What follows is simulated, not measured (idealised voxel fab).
The following process module bears the name voxel ribs on slabs.
This is section cut - it's 195 nm across, gridded in 5 nm square cells.
For the purposes of this document, a cross-section shall be understood as a grid of square cells, specified as bands listed in top-to-bottom order, each band consisting of one or more rows of cells.
Top, bottom (nm), then materials left to right with widths (nm); lone material tagged "full width" fills the whole band edge to edge; "blank" = empty space.
Heights are reckoned from 0. Under this level, the received wafer is all of one material. The bottommost band is open-ended downward, for example "0 down".
A two-number width, for instance "30 to 40", indicates that the width is equal to the first number in the top row of the band and to the second number in the bottom row, and that it changes by a constant amount per row of cells.
Given "remains unaltered" for a step, no cell of the cross-section differs between before and after that step.
Look at "Cavities, closed" for the closed voids: empty spaces with no open path to the top, sized 8 cells or up. Each is width x height at distance, distance from the left edge, all nm.
On a step's line, text after the settings is the simulator commenting on that step.
overlay nm: on a step with a mask, how far right of its planned place the mask lay; negative means left.
Intended process steps
| 1 | RECEIVE (material Si) |
| 2 | DIRECTIONAL_DEP (material SiO2; thk nm 20) |
| 3 | DIRECTIONAL_DEP (material polySi; thk nm 15) |
| 4 | MASKED_ETCH (tone cover; mask id RIB; width nm 15; etch materials polySi; depth nm 5; overlay nm 0) |
| 5 | DIRECTIONAL_DEP (material aC; thk nm 15) |
| 6 | PATTERN (tone cover; mask id SLAB; material resist; width nm 55; thk nm 35; overlay nm 0) |
| 7 | DIRECTIONAL_ETCH (etch materials aC; depth nm 15) |
| 8 | STRIP (etch materials resist) |
| 9 | DIRECTIONAL_ETCH (etch materials polySi; depth nm 10) |
| 10 | STRIP (etch materials aC) |
| 11 | FILL_DEP (material SiO2; thk nm 30) |
| 12 | CMP (height nm 55) |
| 13 | DIRECTIONAL_DEP (material TiN; thk nm 5) |
| 14 | DIRECTIONAL_DEP (material aC; thk nm 15) |
| 15 | PATTERN (tone cover; mask id HEATER; material resist; width nm 25; thk nm 30; overlay nm 0) |
| 16 | DIRECTIONAL_ETCH (etch materials aC; depth nm 15) |
| 17 | STRIP (etch materials resist) |
| 18 | DIRECTIONAL_ETCH (etch materials TiN; depth nm 5) |
| 19 | STRIP (etch materials aC) |
| 20 | CONFORMAL_DEP (material SiN; thk nm 5) |
First of two wafers, processed according to plan
Cross-section of the wafer at receipt, which is the condition after step 1
* 0 down  Si full width
* Cavities, closed: none
Cross-section of the wafer after step 2
* 20 to 0  SiO2 full width
* Whatever lies below 0 is exactly as it was before.
Cross-section of the wafer after step 3
* 35 to 20  polySi full width
* Whatever lies below 20 is exactly as it was before.
Cross-section of the wafer after step 4
* 35 to 30  90 nm blank  15 nm polySi  90 nm blank
* Whatever lies below 30 is exactly as it was before.
Cross-section of the wafer after step 5
* 50 to 45  90 nm blank  15 nm aC  90 nm blank
* 45 to 35  aC full width
* 35 to 30  90 nm aC  15 nm polySi  90 nm aC
* Whatever lies below 30 is exactly as it was before.
Cross-section of the wafer after step 6
* 85 to 50  70 nm blank  55 nm resist  70 nm blank
* 50 to 45  70 nm blank  20 nm resist  15 nm aC  20 nm resist  70 nm blank
* Whatever lies below 45 is exactly as it was before.
Cross-section of the wafer after step 7
* 70 to 50  70 nm blank  55 nm resist  70 nm blank
* 50 to 45  70 nm blank  20 nm resist  15 nm aC  20 nm resist  70 nm blank
* 45 to 35  70 nm blank  55 nm aC  70 nm blank
* 35 to 30  70 nm blank  20 nm aC  15 nm polySi  20 nm aC  70 nm blank
* Whatever lies below 30 is exactly as it was before.
Cross-section of the wafer after step 8
* 50 to 45  90 nm blank  15 nm aC  90 nm blank
* Whatever lies below 45 is exactly as it was before.
Cross-section of the wafer after step 9
* 50 to 45  90 nm blank  15 nm aC  90 nm blank
* 45 to 35  70 nm blank  55 nm aC  70 nm blank
* 35 to 30  70 nm blank  20 nm aC  15 nm polySi  20 nm aC  70 nm blank
* 30 to 20  70 nm blank  55 nm polySi  70 nm blank
* Whatever lies below 20 is exactly as it was before.
Cross-section of the wafer after step 10
* 35 to 30  90 nm blank  15 nm polySi  90 nm blank
* Whatever lies below 30 is exactly as it was before.
Cross-section of the wafer after step 11
* 65 to 35  SiO2 full width
* 35 to 30  90 nm SiO2  15 nm polySi  90 nm SiO2
* 30 to 20  70 nm SiO2  55 nm polySi  70 nm SiO2
* Whatever lies below 20 is exactly as it was before.
Cross-section of the wafer after step 12
* 55 to 35  SiO2 full width
* Whatever lies below 35 is exactly as it was before.
Cross-section of the wafer after step 13
* 60 to 55  TiN full width
* Whatever lies below 55 is exactly as it was before.
Cross-section of the wafer after step 14
* 75 to 60  aC full width
* Whatever lies below 60 is exactly as it was before.
Cross-section of the wafer after step 15
* 105 to 75  85 nm blank  25 nm resist  85 nm blank
* Whatever lies below 75 is exactly as it was before.
Cross-section of the wafer after step 16
* 90 to 75  85 nm blank  25 nm resist  85 nm blank
* 75 to 60  85 nm blank  25 nm aC  85 nm blank
* Whatever lies below 60 is exactly as it was before.
Cross-section of the wafer after step 17
* 75 to 60  85 nm blank  25 nm aC  85 nm blank
* Whatever lies below 60 is exactly as it was before.
Cross-section of the wafer after step 18
* 75 to 60  85 nm blank  25 nm aC  85 nm blank
* 60 to 55  85 nm blank  25 nm TiN  85 nm blank
* Whatever lies below 55 is exactly as it was before.
Cross-section of the wafer after step 19
* 60 to 55  85 nm blank  25 nm TiN  85 nm blank
* Whatever lies below 55 is exactly as it was before.
Cross-section of the wafer after step 20
* 65 to 60  80 nm blank  35 nm SiN  80 nm blank
* 60 to 55  85 nm SiN  25 nm TiN  85 nm SiN
* Whatever lies below 55 is exactly as it was before.
Okay, second wafer. Nothing different at the start, nothing different in the plan, just one mistake somewhere in the running. As far as step 14, counting that step, it's the first wafer all over again
Cross-section of the second wafer at the time step 15 of the plan should have ended
* 105 to 75  80 nm blank  25 nm resist  90 nm blank
* Whatever lies below 75 is exactly as it was before.
Cross-section of the second wafer at the time step 16 of the plan should have ended
* 90 to 75  80 nm blank  25 nm resist  90 nm blank
* 75 to 60  80 nm blank  25 nm aC  90 nm blank
* Whatever lies below 60 is exactly as it was before.
Cross-section of the second wafer at the time step 17 of the plan should have ended
* 75 to 60  80 nm blank  25 nm aC  90 nm blank
* Whatever lies below 60 is exactly as it was before.
Cross-section of the second wafer at the time step 18 of the plan should have ended
* 75 to 60  80 nm blank  25 nm aC  90 nm blank
* 60 to 55  80 nm blank  25 nm TiN  90 nm blank
* Whatever lies below 55 is exactly as it was before.
Cross-section of the second wafer at the time step 19 of the plan should have ended
* 60 to 55  80 nm blank  25 nm TiN  90 nm blank
* Whatever lies below 55 is exactly as it was before.
Cross-section of the second wafer at the time step 20 of the plan should have ended
* 65 to 60  75 nm blank  35 nm SiN  85 nm blank
* 60 to 55  80 nm SiN  25 nm TiN  90 nm SiN
* Whatever lies below 55 is exactly as it was before.
What was the processing mistake? step 15, actual vs plan mismatch, actual run PATTERN (tone cover; mask id HEATER; material resist; width nm 25; thk nm 30; overlay nm -5)
Final state: per-material cell counts identical on both wafers; locations differ.
